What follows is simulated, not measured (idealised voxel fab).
The process module presented herein is designated voxel ribs on slabs.
240 nm wide, 5 nm square cells: that's cross-section cut.
Square cells in a grid make up a cross-section in this document, and the grid is given as bands, listed from the top down, each one or more rows of cells. Band entry format. Leading values: height of top, height of bottom, nm. Remainder: materials in left-to-right order, each with its width in nm. Special words: "throughout" on a single material, which then fills the band edge to edge; "empty", empty space. Height is counted from the level 0, under which the received wafer is composed throughout of one material. The lowest of the bands is not closed at the bottom but continues downward, in the notation "z 0 and below". Graded width ("30->40"): value in top row of band = first number; value in bottom row = second number; row-to-row change constant. Basically "all unchanged" means that step didn't change any cell in the cross-section. Entry "Enclosed voids" = empty spaces >= 8 cells with no open way to the top; each as width x height at distance, distance from left edge, all nm. If you see something after the settings on a step's line, that's the simulator's own remark about that step. overlay nm: step with mask; distance mask lay right of planned place; negative value = left of planned place.

-- Process steps - plan
1. RECEIVE,material Si
2. DIRECTIONAL_DEP,material SiO2,thk nm 25
3. DIRECTIONAL_DEP,material polySi,thk nm 20
4. PATTERN,tone cover,mask id RIB,material resist,width nm 25,thk nm 15,overlay nm 0
5. DIRECTIONAL_ETCH,etch materials polySi,depth nm 5
6. STRIP,etch materials resist
7. PATTERN,tone cover,mask id SLAB,material resist,width nm 75,thk nm 20,overlay nm 0
8. DIRECTIONAL_ETCH,etch materials polySi,depth nm 15
9. STRIP,etch materials resist
10. FILL_DEP,material SiO2,thk nm 25
11. CMP,height nm 65
12. DIRECTIONAL_DEP,material TiN,thk nm 10
13. MASKED_ETCH,tone cover,mask id HEATER,width nm 35,etch materials TiN,depth nm 10,overlay nm 0
14. CONFORMAL_DEP,material SiO2,thk nm 5

-- Cross-section of the incoming wafer, state after step 1
* z 0 and below | Si throughout
* Enclosed voids: none

-- What the wafer looks like in cross-section after this module, when it starts as shown above and follows the plan above but one mistake is made in running it
* z 75 to 65 | 100 empty / 35 TiN / 105 empty
* z 65 to 45 | SiO2 throughout
* z 45 to 40 | 105 SiO2 / 25 polySi / 110 SiO2
* z 40 to 25 | 80 SiO2 / 75 polySi / 85 SiO2
* z 25 to 0 | SiO2 throughout
* z 0 and below | Si throughout
* Enclosed voids: none
It is concluded that the wafer was processed incorrectly with respect to the plan, in that step 14 of the plan: omitted, not performed
